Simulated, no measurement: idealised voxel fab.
process module | voxel self aligned vias
cross-section cut | 255 nm wide | cells 5 nm
A cross-section is a grid of square cells, given in bands from the top down. A band is one or more rows of cells.
Each band's line starts with the height of the band's top and of its bottom, in nm. Then come its materials from left to right, each with its width in nm. One material with "throughout" fills the band from edge to edge. "air" is empty space.
Height 0 is the level under which the wafer as received is all one material. The lowest band goes on downwards, as in "0 down".
A width such as "30 to 40" changes by the same amount from each row of cells to the next, from the band's top row to its bottom row.
"no change" after a step means that no cell of the cross-section changed.
closed voids: empty space of 8 cells or more with no open way to the top, each as width x height at its distance from the left edge, in nm
after a step's settings: what the simulator itself notes on the step
overlay nm, on a step with a mask: how far to the right of its planned place the mask lay; to the left if negative
plan
1 op RECEIVE | material Si
2 op CONFORMAL_DEP | material SiO2 | thk nm 10
3 op CONFORMAL_DEP | material SiCN | thk nm 5
4 op DIRECTIONAL_DEP | material lowk | thk nm 30
5 op PATTERN | tone open | mask id LINES | material resist | width nm 15 | pitch nm 70 | thk nm 15 | overlay nm 0
6 op DIRECTIONAL_ETCH | etch materials lowk | depth nm 30
7 op STRIP | etch materials resist
8 op CONFORMAL_DEP | material TiN | thk nm 5
9 op FILL_DEP | material Ru | thk nm 5
10 op CMP | height nm 45
11 op SELECTIVE_ETCH | etch materials W Ru TiN | depth nm 5
12 op FILL_DEP | material SiN | thk nm 10
13 op CMP | height nm 45
14 op DIRECTIONAL_DEP | material lowk | thk nm 15
15 op DIRECTIONAL_DEP | material aC | thk nm 10
16 op PATTERN | tone open | mask id VIAS | material resist | width nm 45 | thk nm 30 | overlay nm 0
17 op DIRECTIONAL_ETCH | etch materials aC | depth nm 10
18 op STRIP | etch materials resist
19 op DIRECTIONAL_ETCH | etch materials lowk | depth nm 15
20 op DIRECTIONAL_ETCH | etch materials SiN | depth nm 5
21 op STRIP | etch materials aC
22 op CONFORMAL_DEP | material TiN | thk nm 5
23 op FILL_DEP | material Ru | thk nm 5
24 op CMP | height nm 60
25 op CONFORMAL_DEP | material SiN | thk nm 5
varied across the wafers: width nm of step 5. The plan shows the first wafer's value. All wafers start alike
first wafer as received, after step 1
  0 down: Si throughout
  closed voids: none
each wafer at the end: cells of each material gained (+) or lost (-) since it was received, then its closed voids
width nm 15 | +23 Ru | +51 SiCN | +54 SiN | +102 SiO2 | +37 TiN | +396 lowk | closed voids: none
width nm 20 | +32 Ru | +51 SiCN | +55 SiN | +102 SiO2 | +39 TiN | +384 lowk | closed voids: none
width nm 25 | +41 Ru | +51 SiCN | +56 SiN | +102 SiO2 | +41 TiN | +372 lowk | closed voids: none
width nm 30 | +50 Ru | +51 SiCN | +57 SiN | +102 SiO2 | +43 TiN | +360 lowk | closed voids: none
width nm 35 | +59 Ru | +51 SiCN | +58 SiN | +102 SiO2 | +45 TiN | +348 lowk | closed voids: none
width nm 40 | +68 Ru | +51 SiCN | +59 SiN | +102 SiO2 | +47 TiN | +336 lowk | closed voids: none
